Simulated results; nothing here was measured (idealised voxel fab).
A process module follows: voxel self aligned vias.
The cross-section on display is named cut; it measures 245 nm wide, and its cells are 5 nm squares.
Cross-sections here: square-cell grids, written as top-down lists of bands, a band being one or more rows of cells.
Look at the band entry: it leads with the top's height and the bottom's height in nm. Then it lists the materials left to right, with a width in nm for each. The word "all across" on a single material says that material fills the band edge to edge. The word "air" is empty space.
Beneath 0, the wafer as received is one material, and that level is where height counting begins. The lowest band goes on downward without a bottom; it is written like "from 0 down".
So if you see something like "30..40" for the width, read it as the top row of the band sitting at the first number and the bottom row at the second, with every row in between moving by the same amount as the last.
No cell of the cross-section changed in a step that is given as "same as before".
Voids not open to the top, 8 cells minimum: see "Sealed-off cavities". Written width x height at distance; distance is from the left edge; nm.
Where a step's line continues beyond its settings, the continuation is a remark by the simulator itself on that step.
If you see "overlay nm" on a step's line and that step has a mask, it's telling you how far right of where it was planned the mask ended up; a negative number means it went left instead.

**Intended process steps**
step 1: RECEIVE with material Si
step 2: CONFORMAL_DEP with material SiO2, thk nm 15
step 3: CONFORMAL_DEP with material SiCN, thk nm 5
step 4: DIRECTIONAL_DEP with material SiO2, thk nm 25
step 5: MASKED_ETCH with tone open, mask id LINES, width nm 30, pitch nm 65, etch materials SiO2, depth nm 25, overlay nm 0
step 6: CONFORMAL_DEP with material TiN, thk nm 5
step 7: FILL_DEP with material W, thk nm 10
step 8: CMP with height nm 45
step 9: SELECTIVE_ETCH with etch materials W Ru TiN, depth nm 5
step 10: FILL_DEP with material SiN, thk nm 5
step 11: CMP with height nm 45
step 12: DIRECTIONAL_DEP with material SiO2, thk nm 15
step 13: MASKED_ETCH with tone open, mask id VIAS, width nm 50, pitch nm 65, etch materials SiO2, depth nm 15, overlay nm 0
step 14: MASKED_ETCH with tone open, mask id VIAS, width nm 50, pitch nm 65, etch materials SiN, depth nm 5, overlay nm 0
step 15: CONFORMAL_DEP with material TiN, thk nm 5
step 16: FILL_DEP with material W, thk nm 5
step 17: CMP with height nm 60
step 18: CONFORMAL_DEP with material SiCN, thk nm 5

**Cross-section, incoming material, after step 1**
* from 0 down: Si all across
* Sealed-off cavities: none

**Starting wafer: above. Plan: above. Run: one mistake. Cross-section after the module: below**
* from 65 to 60: SiCN all across
* from 60 to 45: SiO2 30 nm; TiN 5 nm; W 40 nm; TiN 5 nm; SiO2 15 nm; TiN 5 nm; W 40 nm; TiN 5 nm; SiO2 15 nm; TiN 5 nm; W 40 nm; TiN 5 nm; SiO2 35 nm
* from 45 to 40: SiO2 30 nm; TiN 50 nm; SiO2 15 nm; TiN 50 nm; SiO2 15 nm; TiN 50 nm; SiO2 35 nm
* from 40 to 30: SiO2 30 nm; TiN 15 nm; W 20 nm; TiN 15 nm; SiO2 15 nm; TiN 15 nm; W 20 nm; TiN 15 nm; SiO2 15 nm; TiN 15 nm; W 20 nm; TiN 15 nm; SiO2 35 nm
* from 30 to 25: SiO2 40 nm; TiN 5 nm; W 20 nm; TiN 5 nm; SiO2 35 nm; TiN 5 nm; W 20 nm; TiN 5 nm; SiO2 35 nm; TiN 5 nm; W 20 nm; TiN 5 nm; SiO2 45 nm
* from 25 to 20: SiO2 40 nm; TiN 30 nm; SiO2 35 nm; TiN 30 nm; SiO2 35 nm; TiN 30 nm; SiO2 45 nm
* from 20 to 15: SiCN all across
* from 15 to 0: SiO2 all across
* from 0 down: Si all across
* Sealed-off cavities: none
Error vs. plan: twice, step 13 of the plan was run
